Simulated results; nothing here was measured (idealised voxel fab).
The process module that follows is named voxel double patterning.
Pictured: cross-section cut, 175 nm wide, on a grid of 5 nm square cells.
A cross-section is a grid of square cells, given in bands from the top down. A band is one or more rows of cells. Each band's line starts with the height of the band's top and of its bottom, in nm. Then come its materials from left to right, each with its width in nm. One material with "edge to edge" fills the band from edge to edge. "air" is empty space. Heights are measured from 0, the level below which the as-received wafer is all one material; the lowest band has no bottom and continues downward, written as in "0 down". The width entry "30..40" should be interpreted row by row: the top row of cells in the band takes the first number, the bottom row takes the second number, and the change between adjacent rows is uniform throughout. Take "nothing changed" at face value: in the step it is given for, the cross-section changed in none of its cells. What "Closed void inventory" gives you is every empty space of 8 cells or more that is cut off from the top. Each appears as width x height at distance, with the distance taken from the left edge and width, height and distance all in nm. Past the settings on a step's line: simulator remark, on that step. overlay nm: mask right of planned place by this much (step with mask). Neg. = left.
[plan]
1 RECEIVE | material Si
2 CONFORMAL_DEP | material SiO2 | thk nm 10
3 DIRECTIONAL_DEP | material TiN | thk nm 20
4 DIRECTIONAL_DEP | material SiCN | thk nm 5
5 PATTERN | tone open | mask id FIRST | material resist | width nm 15 | pitch nm 50 | thk nm 15 | overlay nm 0
6 DIRECTIONAL_ETCH | etch materials SiCN | depth nm 5
7 STRIP | etch materials resist
8 PATTERN | tone open | mask id SECOND | material resist | width nm 15 | thk nm 15 | overlay nm 0
9 DIRECTIONAL_ETCH | etch materials SiCN | depth nm 5
10 STRIP | etch materials resist
11 DIRECTIONAL_ETCH | etch materials TiN | depth nm 20
12 STRIP | etch materials SiCN
[Wafer as received: cross-section following step 1]
- 0 down = Si edge to edge
- Closed void inventory: none
[Wafer cross-section at module end: first of two, run to plan]
- 30 to 10 = TiN: 55  air: 15  TiN: 10  air: 15  TiN: 10  air: 15  TiN: 55
- 10 to 0 = SiO2 edge to edge
- 0 down = Si edge to edge
- Closed void inventory: none
[Cross-sectional view: second of two wafers, end of module; start and plan identical to the first, one mistake in running]
- 30 to 20 = SiO2 edge to edge
- 20 to 0 = TiN edge to edge
- 0 down = Si edge to edge
- Closed void inventory: none
Plan not followed: the run placed steps 2 and 3 each in the position the plan gave to the other
It is noted that, at the conclusion of processing, the second wafer exhibits a higher or lower cell count for certain materials relative to the first: TiN +36
